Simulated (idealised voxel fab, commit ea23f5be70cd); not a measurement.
voxel self aligned vias: a process module
Section shown: cut. Width: 225 nm. Cell size: 5 nm, square.
Each cross-section below is a grid of square cells, stated as bands in top-down order, with one or more rows of cells making up each band.
For a band, the entry starts with two heights in nm, that of the top and then that of the bottom, and carries on with the band's materials in order from left to right, each alongside its width in nm; the word "full width" beside a single material means it fills the band edge to edge, and "blank" means empty space.
Heights are expressed relative to 0, this being the level below which the as-received wafer comprises one material exclusively. The lowest band is unbounded in the downward direction and is denoted as in "top 0, no bottom".
Graded width ("30..40"): value in top row of band = first number; value in bottom row = second number; row-to-row change constant.
The designation "no change occurred", where it is given for a processing step, indicates that no cell of the cross-section was altered in the course of that step.
Listed in "Trapped cavities": every empty space of 8 or more cells without an open way to the top. Form: width x height at distance, the distance being from the left edge, all in nm.
That trailing text on a step's line, after the settings, is the simulator's own remark on the step.
The "overlay nm" setting may appear on a step's line; for a step that uses a mask, it gives how far to the right of its planned position the mask lay, and a negative value indicates the left.

## Steps in the process plan
| 1 | RECEIVE: material Si |
| 2 | CONFORMAL_DEP: material SiO2, thk nm 10 |
| 3 | CONFORMAL_DEP: material SiCN, thk nm 5 |
| 4 | DIRECTIONAL_DEP: material SiO2, thk nm 20 |
| 5 | PATTERN: tone open, mask id LINES, material resist, width nm 25, pitch nm 60, thk nm 15, overlay nm 0 |
| 6 | DIRECTIONAL_ETCH: etch materials SiO2, depth nm 20 |
| 7 | STRIP: etch materials resist |
| 8 | CONFORMAL_DEP: material TiN, thk nm 5 |
| 9 | FILL_DEP: material Ru, thk nm 5 |
| 10 | CMP: height nm 35 |
| 11 | SELECTIVE_ETCH: etch materials W Ru TiN, depth nm 10 |
| 12 | FILL_DEP: material SiN, thk nm 5 |
| 13 | CMP: height nm 35 |
| 14 | DIRECTIONAL_DEP: material SiO2, thk nm 15 |
| 15 | MASKED_ETCH: tone open, mask id VIAS, width nm 45, pitch nm 120, etch materials SiO2, depth nm 15, overlay nm 0 |
| 16 | MASKED_ETCH: tone open, mask id VIAS, width nm 45, pitch nm 120, etch materials SiN, depth nm 10, overlay nm 0 |
| 17 | CONFORMAL_DEP: material TiN, thk nm 5 |
| 18 | FILL_DEP: material Cu, thk nm 5 |
| 19 | CMP: height nm 50 |
| 20 | CONFORMAL_DEP: material SiN, thk nm 5 |
Split variable: thk nm, step 3. Plan value = first wafer. Wafers start alike.

## Cut through the first of several wafers as received, post step 1
    top 0, no bottom  Si full width
    Trapped cavities: none

## After the module's final step, step 20: the first of several wafers in cross-section
    top 55, bottom 50  SiN full width
    top 50, bottom 40  SiO2 30 nm, then TiN 5 nm, then Cu 35 nm, then TiN 5 nm, then SiO2 75 nm, then TiN 5 nm, then Cu 35 nm, then TiN 5 nm, then SiO2 30 nm
    top 40, bottom 35  SiO2 30 nm, then TiN 15 nm, then Cu 15 nm, then TiN 15 nm, then SiO2 75 nm, then TiN 15 nm, then Cu 15 nm, then TiN 15 nm, then SiO2 30 nm
    top 35, bottom 30  SiO2 40 nm, then TiN 5 nm, then Cu 15 nm, then TiN 5 nm, then SiO2 35 nm, then SiN 25 nm, then SiO2 35 nm, then TiN 5 nm, then Cu 15 nm, then TiN 5 nm, then SiO2 40 nm
    top 30, bottom 25  SiO2 40 nm, then TiN 25 nm, then SiO2 35 nm, then SiN 25 nm, then SiO2 35 nm, then TiN 25 nm, then SiO2 40 nm
    top 25, bottom 20  SiO2 40 nm, then TiN 5 nm, then Ru 15 nm, then TiN 5 nm, then SiO2 35 nm, then TiN 5 nm, then Ru 15 nm, then TiN 5 nm, then SiO2 35 nm, then TiN 5 nm, then Ru 15 nm, then TiN 5 nm, then SiO2 40 nm
    top 20, bottom 15  SiO2 40 nm, then TiN 25 nm, then SiO2 35 nm, then TiN 25 nm, then SiO2 35 nm, then TiN 25 nm, then SiO2 40 nm
    top 15, bottom 10  SiCN full width
    top 10, bottom 0  SiO2 full width
    top 0, no bottom  Si full width
    Trapped cavities: none

## Cross-section of the last wafer at end of module
    top 55, bottom 50  SiN full width
    top 50, bottom 40  SiO2 30 nm, then TiN 5 nm, then Cu 35 nm, then TiN 5 nm, then SiO2 75 nm, then TiN 5 nm, then Cu 35 nm, then TiN 5 nm, then SiO2 30 nm
    top 40, bottom 35  SiO2 30 nm, then TiN 15 nm, then Cu 15 nm, then TiN 15 nm, then SiO2 75 nm, then TiN 15 nm, then Cu 15 nm, then TiN 15 nm, then SiO2 30 nm
    top 35, bottom 30  SiO2 40 nm, then TiN 25 nm, then SiO2 35 nm, then SiN 25 nm, then SiO2 35 nm, then TiN 25 nm, then SiO2 40 nm
    top 30, bottom 10  SiCN full width
    top 10, bottom 0  SiO2 full width
    top 0, no bottom  Si full width
    Trapped cavities: none

## Below is a per-wafer table. In it, each row describes the wafer at the end of the module by giving, for each material, the number of cells gained (+) or lost (-) since the wafer was received, and after that the closed voids of the wafer
thk nm 5, +40 Cu, +9 Ru, +45 SiCN, +55 SiN, +291 SiO2, +55 TiN, Trapped cavities: none
thk nm 10, +40 Cu, +90 SiCN, +55 SiN, +261 SiO2, +49 TiN, Trapped cavities: none
thk nm 15, +40 Cu, +135 SiCN, +55 SiN, +231 SiO2, +34 TiN, Trapped cavities: none
thk nm 20, +34 Cu, +180 SiCN, +50 SiN, +201 SiO2, +30 TiN, Trapped cavities: none
